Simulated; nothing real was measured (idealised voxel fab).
A process module follows: voxel released beams.
Section shown: cut. Width: 170 nm. Cell size: 5 nm, square.
When this document writes out a cross-section, it uses a grid of square cells and lists it as bands, beginning at the top and moving down, with a band standing for one or more rows of cells. Within each band entry, the heights of the top and of the bottom of the band appear first, in that order and in nm; the materials of the band then follow from left to right, each with its corresponding width in nm. The designation "all across" on a single material indicates that it fills the band from edge to edge; the designation "blank" indicates empty space. Zero point of the height axis is 0; under it, received wafer = one material. Lowest band: continues down indefinitely, "0 nm and below". You'd read "30 to 40" like this: the band's top row of cells is as wide as the first number, its bottom row is as wide as the second, and going down, every row changes width by the same amount as the row before did. Step note "no change occurred" = no cross-section cell changed. For the entry "Completely sealed voids", the listed items are empty spaces with no open way to the top whose size is 8 cells or more; each item follows the pattern width x height at distance, where distance is from the left edge and all three are in nm. Post-settings text on a step line: simulator's own remark regarding the step. overlay nm: mask offset rightward from planned place, masked step; negative means leftward offset.

plan:
1 RECEIVE, material Si
2 CONFORMAL_DEP, material SiN, thk nm 5
3 DIRECTIONAL_DEP, material SiO2, thk nm 20
4 DIRECTIONAL_DEP, material aC, thk nm 15
5 PATTERN, tone open, mask id ANCHOR, material resist, width nm 45, thk nm 30, overlay nm 0
6 DIRECTIONAL_ETCH, etch materials aC, depth nm 15
7 STRIP, etch materials resist
8 DIRECTIONAL_ETCH, etch materials SiO2, depth nm 20
9 STRIP, etch materials aC
10 CONFORMAL_DEP, material polySi, thk nm 15
11 DIRECTIONAL_DEP, material aC, thk nm 10
12 PATTERN, tone cover, mask id BEAM, material resist, width nm 90, thk nm 25, overlay nm 0
13 DIRECTIONAL_ETCH, etch materials aC, depth nm 10
14 STRIP, etch materials resist
15 DIRECTIONAL_ETCH, etch materials polySi, depth nm 15
16 STRIP, etch materials aC
17 STRIP, etch materials SiO2

So, the first of our two wafers, run just as we planned it:

As-received wafer cross-section (after step 1):
> 0 nm and below = Si all across
> Completely sealed voids: none

after step 2:
> 5 nm to 0 nm = SiN all across
> No changes below 0.

after step 3:
> 25 nm to 5 nm = SiO2 all across
> No changes below 5.

after step 4:
> 40 nm to 25 nm = aC all across
> No changes below 25.

after step 5:
> 70 nm to 40 nm = resist 40 nm / blank 45 nm / resist 85 nm
> No changes below 40.

after step 6:
> 55 nm to 40 nm = resist 40 nm / blank 45 nm / resist 85 nm
> 40 nm to 25 nm = aC 40 nm / blank 45 nm / aC 85 nm
> No changes below 25.

after step 7:
> 40 nm to 25 nm = aC 40 nm / blank 45 nm / aC 85 nm
> No changes below 25.

after step 8:
> 40 nm to 25 nm = aC 40 nm / blank 45 nm / aC 85 nm
> 25 nm to 5 nm = SiO2 40 nm / blank 45 nm / SiO2 85 nm
> No changes below 5.

after step 9:
> 25 nm to 5 nm = SiO2 40 nm / blank 45 nm / SiO2 85 nm
> No changes below 5.

after step 10:
> 40 nm to 25 nm = polySi 55 nm / blank 15 nm / polySi 100 nm
> 25 nm to 20 nm = SiO2 40 nm / polySi 15 nm / blank 15 nm / polySi 15 nm / SiO2 85 nm
> 20 nm to 5 nm = SiO2 40 nm / polySi 45 nm / SiO2 85 nm
> No changes below 5.

after step 11:
> 50 nm to 40 nm = aC 55 nm / blank 15 nm / aC 100 nm
> 40 nm to 30 nm = polySi 55 nm / blank 15 nm / polySi 100 nm
> 30 nm to 25 nm = polySi 55 nm / aC 15 nm / polySi 100 nm
> 25 nm to 20 nm = SiO2 40 nm / polySi 15 nm / aC 15 nm / polySi 15 nm / SiO2 85 nm
> No changes below 20.

after step 12:
> 75 nm to 50 nm = blank 35 nm / resist 90 nm / blank 45 nm
> 50 nm to 40 nm = aC 55 nm / resist 15 nm / aC 100 nm
> 40 nm to 30 nm = polySi 55 nm / resist 15 nm / polySi 100 nm
> No changes below 30.

after step 13:
> 65 nm to 50 nm = blank 35 nm / resist 90 nm / blank 45 nm
> 50 nm to 40 nm = blank 35 nm / aC 20 nm / resist 15 nm / aC 55 nm / blank 45 nm
> No changes below 40.

after step 14:
> 50 nm to 40 nm = blank 35 nm / aC 20 nm / blank 15 nm / aC 55 nm / blank 45 nm
> 40 nm to 30 nm = polySi 55 nm / blank 15 nm / polySi 100 nm
> No changes below 30.

after step 15:
> 50 nm to 40 nm = blank 35 nm / aC 20 nm / blank 15 nm / aC 55 nm / blank 45 nm
> 40 nm to 30 nm = blank 35 nm / polySi 20 nm / blank 15 nm / polySi 55 nm / blank 45 nm
> 30 nm to 25 nm = blank 35 nm / polySi 20 nm / aC 15 nm / polySi 55 nm / blank 45 nm
> No changes below 25.

after step 16:
> 40 nm to 25 nm = blank 35 nm / polySi 20 nm / blank 15 nm / polySi 55 nm / blank 45 nm
> 25 nm to 20 nm = SiO2 40 nm / polySi 15 nm / blank 15 nm / polySi 15 nm / SiO2 85 nm
> No changes below 20.

after step 17:
> 40 nm to 25 nm = blank 35 nm / polySi 20 nm / blank 15 nm / polySi 55 nm / blank 45 nm
> 25 nm to 20 nm = blank 40 nm / polySi 15 nm / blank 15 nm / polySi 15 nm / blank 85 nm
> 20 nm to 5 nm = blank 40 nm / polySi 45 nm / blank 85 nm
> No changes below 5.

Regarding the second of the two wafers: it shared the first wafer's starting condition and process plan, yet one error occurred during its execution. Its history coincides with that of the first wafer up to and including step 9:

Second wafer: cross-section at the scheduled end of step 10:
> 55 nm to 25 nm = polySi all across
> 25 nm to 5 nm = SiO2 40 nm / polySi 45 nm / SiO2 85 nm
> No changes below 5.

Second wafer: cross-section at the scheduled end of step 11:
> 65 nm to 55 nm = aC all across
> No changes below 55.

Second wafer: cross-section at the scheduled end of step 12:
> 90 nm to 65 nm = blank 35 nm / resist 90 nm / blank 45 nm
> No changes below 65.

Second wafer: cross-section at the scheduled end of step 13:
> 80 nm to 65 nm = blank 35 nm / resist 90 nm / blank 45 nm
> 65 nm to 55 nm = blank 35 nm / aC 90 nm / blank 45 nm
> No changes below 55.

Second wafer: cross-section at the scheduled end of step 14:
> 65 nm to 55 nm = blank 35 nm / aC 90 nm / blank 45 nm
> No changes below 55.

Second wafer: cross-section at the scheduled end of step 15:
> 65 nm to 55 nm = blank 35 nm / aC 90 nm / blank 45 nm
> 55 nm to 40 nm = blank 35 nm / polySi 90 nm / blank 45 nm
> No changes below 40.

Second wafer: cross-section at the scheduled end of step 16:
> 55 nm to 40 nm = blank 35 nm / polySi 90 nm / blank 45 nm
> No changes below 40.

Second wafer: cross-section at the scheduled end of step 17: no change occurred
What went wrong in running the wafer? step 10 of the plan was twice carried out
Final cells, second wafer relative to first, materials higher or lower: SiO2: 100 more, polySi: 114 more
